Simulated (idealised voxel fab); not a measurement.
process module | voxel ribs on slabs
cross-section cut | 155 nm wide | cells 5 nm
A cross-section is a grid of square cells, given in bands from the top down. A band is one or more rows of cells.
Each band's line starts with the height of the band's top and of its bottom, in nm. Then come its materials from left to right, each with its width in nm. One material with "throughout" fills the band from edge to edge. "air" is empty space.
Height 0 is the level under which the wafer as received is all one material. The lowest band goes on downwards, as in "0 down".
A width such as "30 to 40" changes by the same amount from each row of cells to the next, from the band's top row to its bottom row.
"no change" after a step means that no cell of the cross-section changed.
closed voids: empty space of 8 cells or more with no open way to the top, each as width x height at its distance from the left edge, in nm
after a step's settings: what the simulator itself notes on the step
overlay nm, on a step with a mask: how far to the right of its planned place the mask lay; to the left if negative
plan
1 op RECEIVE | material Si
2 op DIRECTIONAL_DEP | material SiO2 | thk nm 20
3 op DIRECTIONAL_DEP | material polySi | thk nm 25
4 op MASKED_ETCH | tone cover | mask id RIB | width nm 30 | etch materials polySi | depth nm 20 | overlay nm 0
5 op DIRECTIONAL_DEP | material aC | thk nm 15
6 op PATTERN | tone cover | mask id SLAB | material resist | width nm 60 | thk nm 35 | overlay nm 0
7 op DIRECTIONAL_ETCH | etch materials aC | depth nm 15
8 op STRIP | etch materials resist
9 op DIRECTIONAL_ETCH | etch materials polySi | depth nm 5
10 op STRIP | etch materials aC
11 op FILL_DEP | material SiO2 | thk nm 20
12 op CMP | height nm 60
13 op DIRECTIONAL_DEP | material W | thk nm 10
14 op PATTERN | tone cover | mask id HEATER | material resist | width nm 40 | thk nm 15 | overlay nm 0
15 op DIRECTIONAL_ETCH | etch materials W | depth nm 10
16 op STRIP | etch materials resist
17 op CONFORMAL_DEP | material SiO2 | thk nm 10
as received, after step 1
  0 down: Si throughout
  closed voids: none
a wafer at the end: this start, this plan, one mistake
  80 to 70: air 45 | SiO2 60 | air 50
  70 to 60: SiO2 55 | W 40 | SiO2 60
  60 to 40: SiO2 throughout
  40 to 25: SiO2 60 | polySi 30 | SiO2 65
  25 to 20: polySi 45 | SiO2 15 | polySi 30 | SiO2 15 | polySi 50
  20 to 0: SiO2 throughout
  0 down: Si throughout
  closed voids: none
what went wrong: step 6 ran as: op PATTERN | tone open | mask id SLAB | material resist | width nm 60 | thk nm 35 | overlay nm 0
